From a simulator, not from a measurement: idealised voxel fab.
The following is a process module called voxel ribs on slabs.
Section cut is 300 nm wide and gridded with 5 nm square cells.
A cross-section in this document is a grid of square cells, and it is written down as bands, the top band listed before the ones below it; a band is made up of one or more rows of cells. Basically the band line says how high the top is and how high the bottom is, in nm, and then what's in it from left to right, every material with its width in nm. Empty space shows up as "empty", and if a single material carries "full width" it runs the full band edge to edge. Where do heights start? At 0: under that level the wafer as delivered is made of one material only. And the lowest band has no floor; it just carries on downward, as in "0..down". So if you see something like "30..40" for the width, read it as the top row of the band sitting at the first number and the bottom row at the second, with every row in between moving by the same amount as the last. "all unchanged" after a step means that no cell of the cross-section changed. Basically, "Cavities, sealed" tells you about the enclosed voids: empty spaces with no open way to the top, 8 cells or bigger, each written width x height at distance, where distance is from the left edge, all in nm. What comes after the settings on a step's line is commentary from the simulator itself on that step. For masked steps, "overlay nm" on the step line gives how far right of plan the mask actually lay; a minus sign means it lay to the left. Pairs, read this way: before one process step on the one hand, after it on the other, the after cross-section ending at the lowest band that changed; the step between, settings included, beneath. Same starting wafer throughout, but possibly different runs of this module, so no pair continues from the pair above unless its entry headed "Pre-step view" says so.
Pre-step view
> 0..down = Si full width
> Cavities, sealed: none
Result of Step
> 30..0 = SiO2 full width
> All layers under 0 are left as they were.
> Cavities, sealed: none
Intermediate step for the cross-sections above: DIRECTIONAL_DEP,material SiO2,thk nm 30
Pre-step view: The prior state of this step coincides with the post-step cross-section of the pair just above.
Result of Step
> 55..30 = SiN full width
> All layers under 30 are left as they were.
> Cavities, sealed: none
Intermediate step for the cross-sections above: DIRECTIONAL_DEP,material SiN,thk nm 25
Pre-step view: The prior state of this step coincides with the post-step cross-section of the pair just above.
Result of Step
> 55..35 = empty 140, SiN 20, empty 140
> All layers under 35 are left as they were.
> Cavities, sealed: none
Intermediate step for the cross-sections above: MASKED_ETCH,tone cover,mask id RIB,width nm 20,etch materials SiN,depth nm 20,overlay nm 0
Pre-step view: The prior state of this step coincides with the post-step cross-section of the pair just above.
Result of Step
> 55..35 = empty 140, SiN 20, empty 140
> 35..30 = empty 120, SiN 60, empty 120
> All layers under 30 are left as they were.
> Cavities, sealed: none
Intermediate step for the cross-sections above: MASKED_ETCH,tone cover,mask id SLAB,width nm 60,etch materials SiN,depth nm 5,overlay nm 0
Pre-step view: The prior state of this step coincides with the post-step cross-section of the pair just above.
Result of Step
> 80..55 = SiO2 full width
> 55..35 = SiO2 140, SiN 20, SiO2 140
> 35..30 = SiO2 120, SiN 60, SiO2 120
> All layers under 30 are left as they were.
> Cavities, sealed: none
Intermediate step for the cross-sections above: FILL_DEP,material SiO2,thk nm 25
Pre-step view: The prior state of this step coincides with the post-step cross-section of the pair just above.
Result of Step
> 75..55 = SiO2 full width
> All layers under 55 are left as they were.
> Cavities, sealed: none
Intermediate step for the cross-sections above: CMP,height nm 75
Pre-step view: The prior state of this step coincides with the post-step cross-section of the pair just above.
Result of Step
> 80..75 = W full width
> All layers under 75 are left as they were.
> Cavities, sealed: none
Intermediate step for the cross-sections above: DIRECTIONAL_DEP,material W,thk nm 5
Pre-step view: The prior state of this step coincides with the post-step cross-section of the pair just above.
Result of Step
> 80..75 = empty 135, W 30, empty 135
> All layers under 75 are left as they were.
> Cavities, sealed: none
Intermediate step for the cross-sections above: MASKED_ETCH,tone cover,mask id HEATER,width nm 30,etch materials W,depth nm 5,overlay nm 0
Pre-step view: The prior state of this step coincides with the post-step cross-section of the pair just above.
Result of Step
> 85..80 = empty 130, SiO2 40, empty 130
> 80..75 = SiO2 135, W 30, SiO2 135
> All layers under 75 are left as they were.
> Cavities, sealed: none
Intermediate step for the cross-sections above: CONFORMAL_DEP,material SiO2,thk nm 5
Pre-step view
> 30..0 = SiO2 full width
> 0..down = Si full width
> Cavities, sealed: none
Result of Step
> 60..0 = SiO2 full width
> All layers under 0 are left as they were.
> Cavities, sealed: none
Intermediate step for the cross-sections above: DIRECTIONAL_DEP,material SiO2,thk nm 30
Pre-step view: The prior state of this step coincides with the post-step cross-section of the pair just above.
Result of Step
> 85..60 = SiN full width
> All layers under 60 are left as they were.
> Cavities, sealed: none
Intermediate step for the cross-sections above: DIRECTIONAL_DEP,material SiN,thk nm 25
Pre-step view: The prior state of this step coincides with the post-step cross-section of the pair just above.
Result of Step
> 85..65 = empty 140, SiN 20, empty 140
> All layers under 65 are left as they were.
> Cavities, sealed: none
Intermediate step for the cross-sections above: MASKED_ETCH,tone cover,mask id RIB,width nm 20,etch materials SiN,depth nm 20,overlay nm 0
Pre-step view: The prior state of this step coincides with the post-step cross-section of the pair just above.
Result of Step
> 85..65 = empty 140, SiN 20, empty 140
> 65..60 = empty 120, SiN 60, empty 120
> All layers under 60 are left as they were.
> Cavities, sealed: none
Intermediate step for the cross-sections above: MASKED_ETCH,tone cover,mask id SLAB,width nm 60,etch materials SiN,depth nm 5,overlay nm 0
Pre-step view: The prior state of this step coincides with the post-step cross-section of the pair just above.
Result of Step
> 110..85 = SiO2 full width
> 85..65 = SiO2 140, SiN 20, SiO2 140
> 65..60 = SiO2 120, SiN 60, SiO2 120
> All layers under 60 are left as they were.
> Cavities, sealed: none
Intermediate step for the cross-sections above: FILL_DEP,material SiO2,thk nm 25
Pre-step view: The prior state of this step coincides with the post-step cross-section of the pair just above.
Result of Step
> 75..65 = SiO2 140, SiN 20, SiO2 140
> All layers under 65 are left as they were.
> Cavities, sealed: none
Intermediate step for the cross-sections above: CMP,height nm 75
Pre-step view: The prior state of this step coincides with the post-step cross-section of the pair just above.
Result of Step
> 80..75 = W full width
> All layers under 75 are left as they were.
> Cavities, sealed: none
Intermediate step for the cross-sections above: DIRECTIONAL_DEP,material W,thk nm 5
Pre-step view: The prior state of this step coincides with the post-step cross-section of the pair just above.
Result of Step
> 80..75 = empty 135, W 30, empty 135
> All layers under 75 are left as they were.
> Cavities, sealed: none
Intermediate step for the cross-sections above: MASKED_ETCH,tone cover,mask id HEATER,width nm 30,etch materials W,depth nm 5,overlay nm 0
Pre-step view: The prior state of this step coincides with the post-step cross-section of the pair just above.
Result of Step
> 85..80 = empty 130, SiO2 40, empty 130
> 80..75 = SiO2 135, W 30, SiO2 135
> All layers under 75 are left as they were.
> Cavities, sealed: none
Intermediate step for the cross-sections above: CONFORMAL_DEP,material SiO2,thk nm 5
Pre-step view
> 0..down = Si full width
> Cavities, sealed: none
Result of Step
> 25..0 = SiN full width
> All layers under 0 are left as they were.
> Cavities, sealed: none
Intermediate step for the cross-sections above: DIRECTIONAL_DEP,material SiN,thk nm 25
Pre-step view: The prior state of this step coincides with the post-step cross-section of the pair just above.
Result of Step
> 55..25 = SiO2 full width
> All layers under 25 are left as they were.
> Cavities, sealed: none
Intermediate step for the cross-sections above: DIRECTIONAL_DEP,material SiO2,thk nm 30
Pre-step view: The prior state of this step coincides with the post-step cross-section of the pair just above.
Result of Step
> 80..25 = SiO2 full width
> All layers under 25 are left as they were.
> Cavities, sealed: none
Intermediate step for the cross-sections above: FILL_DEP,material SiO2,thk nm 25
Pre-step view: The prior state of this step coincides with the post-step cross-section of the pair just above.
Result of Step
> 75..25 = SiO2 full width
> All layers under 25 are left as they were.
> Cavities, sealed: none
Intermediate step for the cross-sections above: CMP,height nm 75
Pre-step view: The prior state of this step coincides with the post-step cross-section of the pair just above.
Result of Step
> 80..75 = W full width
> All layers under 75 are left as they were.
> Cavities, sealed: none
Intermediate step for the cross-sections above: DIRECTIONAL_DEP,material W,thk nm 5
Pre-step view: The prior state of this step coincides with the post-step cross-section of the pair just above.
Result of Step
> 80..75 = empty 135, W 30, empty 135
> All layers under 75 are left as they were.
> Cavities, sealed: none
Intermediate step for the cross-sections above: MASKED_ETCH,tone cover,mask id HEATER,width nm 30,etch materials W,depth nm 5,overlay nm 0
Pre-step view: The prior state of this step coincides with the post-step cross-section of the pair just above.
Result of Step
> 85..80 = empty 130, SiO2 40, empty 130
> 80..75 = SiO2 135, W 30, SiO2 135
> All layers under 75 are left as they were.
> Cavities, sealed: none
Intermediate step for the cross-sections above: CONFORMAL_DEP,material SiO2,thk nm 5
Pre-step view
> 0..down = Si full width
> Cavities, sealed: none
Result of Step
> 40..0 = SiO2 full width
> All layers under 0 are left as they were.
> Cavities, sealed: none
Intermediate step for the cross-sections above: DIRECTIONAL_DEP,material SiO2,thk nm 40
Pre-step view: The prior state of this step coincides with the post-step cross-section of the pair just above.
Result of Step
> 65..40 = SiN full width
> All layers under 40 are left as they were.
> Cavities, sealed: none
Intermediate step for the cross-sections above: DIRECTIONAL_DEP,material SiN,thk nm 25
Pre-step view: The prior state of this step coincides with the post-step cross-section of the pair just above.
Result of Step
> 65..45 = empty 140, SiN 20, empty 140
> All layers under 45 are left as they were.
> Cavities, sealed: none
Intermediate step for the cross-sections above: MASKED_ETCH,tone cover,mask id RIB,width nm 20,etch materials SiN,depth nm 20,overlay nm 0
Pre-step view: The prior state of this step coincides with the post-step cross-section of the pair just above.
Result of Step
> 65..45 = empty 140, SiN 20, empty 140
> 45..40 = empty 120, SiN 60, empty 120
> All layers under 40 are left as they were.
> Cavities, sealed: none
Intermediate step for the cross-sections above: MASKED_ETCH,tone cover,mask id SLAB,width nm 60,etch materials SiN,depth nm 5,overlay nm 0
Pre-step view: The prior state of this step coincides with the post-step cross-section of the pair just above.
Result of Step
> 90..65 = SiO2 full width
> 65..45 = SiO2 140, SiN 20, SiO2 140
> 45..40 = SiO2 120, SiN 60, SiO2 120
> All layers under 40 are left as they were.
> Cavities, sealed: none
Intermediate step for the cross-sections above: FILL_DEP,material SiO2,thk nm 25
Pre-step view: The prior state of this step coincides with the post-step cross-section of the pair just above.
Result of Step
> 75..65 = SiO2 full width
> All layers under 65 are left as they were.
> Cavities, sealed: none
Intermediate step for the cross-sections above: CMP,height nm 75
Pre-step view: The prior state of this step coincides with the post-step cross-section of the pair just above.
Result of Step
> 80..75 = W full width
> All layers under 75 are left as they were.
> Cavities, sealed: none
Intermediate step for the cross-sections above: DIRECTIONAL_DEP,material W,thk nm 5
Pre-step view: The prior state of this step coincides with the post-step cross-section of the pair just above.
Result of Step
> 80..75 = empty 135, W 30, empty 135
> All layers under 75 are left as they were.
> Cavities, sealed: none
Intermediate step for the cross-sections above: MASKED_ETCH,tone cover,mask id HEATER,width nm 30,etch materials W,depth nm 5,overlay nm 0
Pre-step view: The prior state of this step coincides with the post-step cross-section of the pair just above.
Result of Step
> 85..80 = empty 130, SiO2 40, empty 130
> 80..75 = SiO2 135, W 30, SiO2 135
> All layers under 75 are left as they were.
> Cavities, sealed: none
Intermediate step for the cross-sections above: CONFORMAL_DEP,material SiO2,thk nm 5
Pre-step view
> 55..35 = empty 140, SiN 20, empty 140
> 35..30 = SiN full width
> 30..0 = SiO2 full width
> 0..down = Si full width
> Cavities, sealed: none
Result of Step
> 55..35 = empty 140, SiN 20, empty 140
> 35..30 = empty 125, SiN 50, empty 125
> All layers under 30 are left as they were.
> Cavities, sealed: none
Intermediate step for the cross-sections above: MASKED_ETCH,tone cover,mask id SLAB,width nm 50,etch materials SiN,depth nm 5,overlay nm 0
Pre-step view: The prior state of this step coincides with the post-step cross-section of the pair just above.
Result of Step
> 80..55 = SiO2 full width
> 55..35 = SiO2 140, SiN 20, SiO2 140
> 35..30 = SiO2 125, SiN 50, SiO2 125
> All layers under 30 are left as they were.
> Cavities, sealed: none
Intermediate step for the cross-sections above: FILL_DEP,material SiO2,thk nm 25
Pre-step view: The prior state of this step coincides with the post-step cross-section of the pair just above.
Result of Step
> 75..55 = SiO2 full width
> All layers under 55 are left as they were.
> Cavities, sealed: none
Intermediate step for the cross-sections above: CMP,height nm 75
Pre-step view: The prior state of this step coincides with the post-step cross-section of the pair just above.
Result of Step
> 80..75 = W full width
> All layers under 75 are left as they were.
> Cavities, sealed: none
Intermediate step for the cross-sections above: DIRECTIONAL_DEP,material W,thk nm 5
Pre-step view: The prior state of this step coincides with the post-step cross-section of the pair just above.
Result of Step
> 80..75 = empty 135, W 30, empty 135
> All layers under 75 are left as they were.
> Cavities, sealed: none
Intermediate step for the cross-sections above: MASKED_ETCH,tone cover,mask id HEATER,width nm 30,etch materials W,depth nm 5,overlay nm 0
Pre-step view: The prior state of this step coincides with the post-step cross-section of the pair just above.
Result of Step
> 85..80 = empty 130, SiO2 40, empty 130
> 80..75 = SiO2 135, W 30, SiO2 135
> All layers under 75 are left as they were.
> Cavities, sealed: none
Intermediate step for the cross-sections above: CONFORMAL_DEP,material SiO2,thk nm 5
Pre-step view
> 55..35 = empty 140, SiN 20, empty 140
> 35..30 = SiN full width
> 30..0 = SiO2 full width
> 0..down = Si full width
> Cavities, sealed: none
Result of Step
> 55..35 = empty 140, SiN 20, empty 140
> 35..30 = empty 115, SiN 60, empty 125
> All layers under 30 are left as they were.
> Cavities, sealed: none
Intermediate step for the cross-sections above: MASKED_ETCH,tone cover,mask id SLAB,width nm 60,etch materials SiN,depth nm 5,overlay nm -5
Pre-step view: The prior state of this step coincides with the post-step cross-section of the pair just above.
Result of Step
> 80..55 = SiO2 full width
> 55..35 = SiO2 140, SiN 20, SiO2 140
> 35..30 = SiO2 115, SiN 60, SiO2 125
> All layers under 30 are left as they were.
> Cavities, sealed: none
Intermediate step for the cross-sections above: FILL_DEP,material SiO2,thk nm 25
Pre-step view: The prior state of this step coincides with the post-step cross-section of the pair just above.
Result of Step
> 75..55 = SiO2 full width
> All layers under 55 are left as they were.
> Cavities, sealed: none
Intermediate step for the cross-sections above: CMP,height nm 75
Pre-step view: The prior state of this step coincides with the post-step cross-section of the pair just above.
Result of Step
> 80..75 = W full width
> All layers under 75 are left as they were.
> Cavities, sealed: none
Intermediate step for the cross-sections above: DIRECTIONAL_DEP,material W,thk nm 5
Pre-step view: The prior state of this step coincides with the post-step cross-section of the pair just above.
Result of Step
> 80..75 = empty 135, W 30, empty 135
> All layers under 75 are left as they were.
> Cavities, sealed: none
Intermediate step for the cross-sections above: MASKED_ETCH,tone cover,mask id HEATER,width nm 30,etch materials W,depth nm 5,overlay nm 0
Pre-step view: The prior state of this step coincides with the post-step cross-section of the pair just above.
Result of Step
> 85..80 = empty 130, SiO2 40, empty 130
> 80..75 = SiO2 135, W 30, SiO2 135
> All layers under 75 are left as they were.
> Cavities, sealed: none
Intermediate step for the cross-sections above: CONFORMAL_DEP,material SiO2,thk nm 5
Pre-step view
> 55..35 = empty 140, SiN 20, empty 140
> 35..30 = empty 120, SiN 60, empty 120
> 30..0 = SiO2 full width
> 0..down = Si full width
> Cavities, sealed: none
Result of Step
> 80..30 = SiN full width
> All layers under 30 are left as they were.
> Cavities, sealed: none
Intermediate step for the cross-sections above: FILL_DEP,material SiN,thk nm 25
Pre-step view: The prior state of this step coincides with the post-step cross-section of the pair just above.
Result of Step
> 75..30 = SiN full width
> All layers under 30 are left as they were.
> Cavities, sealed: none
Intermediate step for the cross-sections above: CMP,height nm 75
Pre-step view: The prior state of this step coincides with the post-step cross-section of the pair just above.
Result of Step
> 80..75 = W full width
> All layers under 75 are left as they were.
> Cavities, sealed: none
Intermediate step for the cross-sections above: DIRECTIONAL_DEP,material W,thk nm 5
Pre-step view: The prior state of this step coincides with the post-step cross-section of the pair just above.
Result of Step
> 80..75 = empty 135, W 30, empty 135
> All layers under 75 are left as they were.
> Cavities, sealed: none
Intermediate step for the cross-sections above: MASKED_ETCH,tone cover,mask id HEATER,width nm 30,etch materials W,depth nm 5,overlay nm 0
Pre-step view: The prior state of this step coincides with the post-step cross-section of the pair just above.
Result of Step
> 85..80 = empty 130, SiO2 40, empty 130
> 80..75 = SiO2 135, W 30, SiO2 135
> All layers under 75 are left as they were.
> Cavities, sealed: none
Intermediate step for the cross-sections above: CONFORMAL_DEP,material SiO2,thk nm 5
Pre-step view
> 55..30 = SiN full width
> 30..0 = SiO2 full width
> 0..down = Si full width
> Cavities, sealed: none
Result of Step
> 55..35 = SiN 140, empty 20, SiN 140
> All layers under 35 are left as they were.
> Cavities, sealed: none
Intermediate step for the cross-sections above: MASKED_ETCH,tone open,mask id RIB,width nm 20,etch materials SiN,depth nm 20,overlay nm 0
Pre-step view: The prior state of this step coincides with the post-step cross-section of the pair just above.
Result of Step
> 55..50 = empty 120, SiN 20, empty 20, SiN 20, empty 120
> All layers under 50 are left as they were.
> Cavities, sealed: none
Intermediate step for the cross-sections above: MASKED_ETCH,tone cover,mask id SLAB,width nm 60,etch materials SiN,depth nm 5,overlay nm 0
Pre-step view: The prior state of this step coincides with the post-step cross-section of the pair just above.
Result of Step
> 80..55 = SiO2 full width
> 55..50 = SiO2 120, SiN 20, SiO2 20, SiN 20, SiO2 120
> 50..35 = SiN 140, SiO2 20, SiN 140
> All layers under 35 are left as they were.
> Cavities, sealed: none
Intermediate step for the cross-sections above: FILL_DEP,material SiO2,thk nm 25
Pre-step view: The prior state of this step coincides with the post-step cross-section of the pair just above.
Result of Step
> 75..55 = SiO2 full width
> All layers under 55 are left as they were.
> Cavities, sealed: none
Intermediate step for the cross-sections above: CMP,height nm 75
Pre-step view: The prior state of this step coincides with the post-step cross-section of the pair just above.
Result of Step
> 80..75 = W full width
> All layers under 75 are left as they were.
> Cavities, sealed: none
Intermediate step for the cross-sections above: DIRECTIONAL_DEP,material W,thk nm 5
Pre-step view: The prior state of this step coincides with the post-step cross-section of the pair just above.
Result of Step
> 80..75 = empty 135, W 30, empty 135
> All layers under 75 are left as they were.
> Cavities, sealed: none
Intermediate step for the cross-sections above: MASKED_ETCH,tone cover,mask id HEATER,width nm 30,etch materials W,depth nm 5,overlay nm 0
Pre-step view: The prior state of this step coincides with the post-step cross-section of the pair just above.
Result of Step
> 85..80 = empty 130, SiO2 40, empty 130
> 80..75 = SiO2 135, W 30, SiO2 135
> All layers under 75 are left as they were.
> Cavities, sealed: none
Intermediate step for the cross-sections above: CONFORMAL_DEP,material SiO2,thk nm 5
